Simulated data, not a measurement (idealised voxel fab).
The process module presented herein is designated voxel wiring stack.
For reference, the cross-section in this document is cut, with width 220 nm and square cells of 5 nm.
Cross-section format: a grid of square cells, given as bands from top to bottom; each band is one or more rows of cells.
Quick guide to a band line: top height, bottom height (nm) up front; then every material left to right with its width in nm. Only one material and it's marked "everywhere"? Then it fills the band edge to edge. And "empty" just means empty space.
Ref level 0: as-received wafer is one material below here. Bottom band extends down with no lower bound ("from 0 down").
Graded width ("30..40"): value in top row of band = first number; value in bottom row = second number; row-to-row change constant.
Where a step carries "remained the same", the cross-section came out of it unchanged, cell for cell.
"Enclosed void catalog" contains a list of empty spaces, each no smaller than 8 cells and without an open way to the top, written in the form width x height at distance with the distance from the left edge and all three in nm.
Step line, after settings: the simulator's comment on this step.
Steps that use a mask can have "overlay nm" on their line. It says how far the mask sat to the right of where it was meant to be. Negative means to the left.
Process steps (planned)
1) op RECEIVE | material Si
2) op CONFORMAL_DEP | material SiO2 | thk nm 10
3) op DIRECTIONAL_DEP | material TiN | thk nm 5
4) op DIRECTIONAL_DEP | material Ru | thk nm 20
5) op DIRECTIONAL_DEP | material aC | thk nm 10
6) op PATTERN | tone cover | mask id METAL_1 | material resist | width nm 30 | pitch nm 45 | thk nm 30 | overlay nm 0
7) op DIRECTIONAL_ETCH | etch materials aC | depth nm 10
8) op STRIP | etch materials resist
9) op DIRECTIONAL_ETCH | etch materials Ru | depth nm 20
10) op DIRECTIONAL_ETCH | etch materials TiN | depth nm 5
11) op STRIP | etch materials aC
12) op CONFORMAL_DEP | material SiCN | thk nm 5
13) op FILL_DEP | material SiO2 | thk nm 5
14) op CMP | height nm 35
15) op CONFORMAL_DEP | material SiCN | thk nm 5
16) op DIRECTIONAL_DEP | material lowk | thk nm 30
17) op DIRECTIONAL_DEP | material aC | thk nm 10
18) op PATTERN | tone open | mask id METAL_2_HOLES | material resist | width nm 15 | thk nm 25 | overlay nm 0
19) op DIRECTIONAL_ETCH | etch materials aC | depth nm 10
20) op STRIP | etch materials resist
21) op DIRECTIONAL_ETCH | etch materials lowk | depth nm 30
22) op STRIP | etch materials aC
23) op MASKED_ETCH | tone open | mask id METAL_2 | width nm 30 | pitch nm 45 | etch materials lowk | depth nm 15 | overlay nm 0
24) op MASKED_ETCH | tone open | mask id METAL_2 | width nm 30 | pitch nm 45 | etch materials SiCN | depth nm 5 | overlay nm 0
25) op CONFORMAL_DEP | material TiN | thk nm 5
26) op FILL_DEP | material Ru | thk nm 10
27) op CMP | height nm 70
28) op CONFORMAL_DEP | material SiCN | thk nm 5
29) op DIRECTIONAL_DEP | material lowk | thk nm 10
30) op PATTERN | tone open | mask id PLUG_2 | material resist | width nm 15 | thk nm 20 | overlay nm 0
31) op DIRECTIONAL_ETCH | etch materials lowk | depth nm 10
32) op DIRECTIONAL_ETCH | etch materials SiCN | depth nm 5
33) op STRIP | etch materials resist
34) op CONFORMAL_DEP | material TiN | thk nm 5
35) op FILL_DEP | material W | thk nm 5
36) op CMP | height nm 85
37) op CONFORMAL_DEP | material SiCN | thk nm 5
38) op DIRECTIONAL_DEP | material SiO2 | thk nm 15
39) op PATTERN | tone open | mask id METAL_3 | material resist | width nm 30 | pitch nm 45 | thk nm 15 | overlay nm 0
40) op DIRECTIONAL_ETCH | etch materials SiO2 | depth nm 15
41) op DIRECTIONAL_ETCH | etch materials SiCN | depth nm 5
42) op STRIP | etch materials resist
43) op CONFORMAL_DEP | material TiN | thk nm 5
44) op FILL_DEP | material Ru | thk nm 5
45) op CMP | height nm 105
46) op EPI | material Ru | thk nm 5
47) op FILL_DEP | material SiCN | thk nm 5
As-received state of the wafer in cross-section, equivalent to post-step 1
    from 0 down: Si everywhere
    Enclosed void catalog: none
Cross-section: first of two wafers, module finished, run according to plan
    from 115 to 110: SiCN everywhere
    from 110 to 105: 65 SiCN; 40 Ru; 5 SiCN; 40 Ru; 70 SiCN
    from 105 to 90: 70 SiO2; 5 TiN; 20 Ru; 5 TiN; 15 SiO2; 5 TiN; 20 Ru; 5 TiN; 75 SiO2
    from 90 to 85: 70 SiCN; 30 TiN; 15 SiCN; 30 TiN; 75 SiCN
    from 85 to 75: 70 lowk; 5 TiN; 5 W; 5 TiN; 135 lowk
    from 75 to 70: 70 SiCN; 15 TiN; 135 SiCN
    from 70 to 60: 70 lowk; 5 TiN; 20 Ru; 5 TiN; 15 lowk; 5 TiN; 20 Ru; 5 TiN; 75 lowk
    from 60 to 55: 70 lowk; 5 TiN; 5 Ru; 20 TiN; 15 lowk; 30 TiN; 75 lowk
    from 55 to 40: 70 lowk; 5 TiN; 5 Ru; 5 TiN; 135 lowk
    from 40 to 35: 70 SiCN; 15 TiN; 135 SiCN
    from 35 to 15: 65 SiO2; 5 SiCN; 30 Ru; 5 SiCN; 5 SiO2; 5 SiCN; 30 Ru; 5 SiCN; 70 SiO2
    from 15 to 10: 70 SiCN; 30 TiN; 15 SiCN; 30 TiN; 75 SiCN
    from 10 to 0: SiO2 everywhere
    from 0 down: Si everywhere
    Enclosed void catalog: none
Here's the second of our two wafers sectioned at module end. Same start as the first, same plan, but one mistake got made running it
    from 115 to 110: SiCN everywhere
    from 110 to 105: 65 SiCN; 40 Ru; 5 SiCN; 40 Ru; 70 SiCN
    from 105 to 90: 70 SiO2; 5 TiN; 20 Ru; 5 TiN; 15 SiO2; 5 TiN; 20 Ru; 5 TiN; 75 SiO2
    from 90 to 85: 70 SiCN; 30 TiN; 15 SiCN; 30 TiN; 75 SiCN
    from 85 to 80: 70 SiCN; 15 TiN; 135 SiCN
    from 80 to 70: lowk everywhere
    from 70 to 60: 70 lowk; 5 TiN; 20 Ru; 5 TiN; 15 lowk; 5 TiN; 20 Ru; 5 TiN; 75 lowk
    from 60 to 55: 70 lowk; 5 TiN; 5 Ru; 20 TiN; 15 lowk; 30 TiN; 75 lowk
    from 55 to 40: 70 lowk; 5 TiN; 5 Ru; 5 TiN; 135 lowk
    from 40 to 35: 70 SiCN; 15 TiN; 135 SiCN
    from 35 to 15: 65 SiO2; 5 SiCN; 30 Ru; 5 SiCN; 5 SiO2; 5 SiCN; 30 Ru; 5 SiCN; 70 SiO2
    from 15 to 10: 70 SiCN; 30 TiN; 15 SiCN; 30 TiN; 75 SiCN
    from 10 to 0: SiO2 everywhere
    from 0 down: Si everywhere
    Enclosed void catalog: none
Deviation noted in wafer processing: sequence error: steps 28 and 29 interchanged
Cell-count delta at end, second wafer over first, by material: 4 fewer of TiN; 2 fewer of W; 6 more of lowk
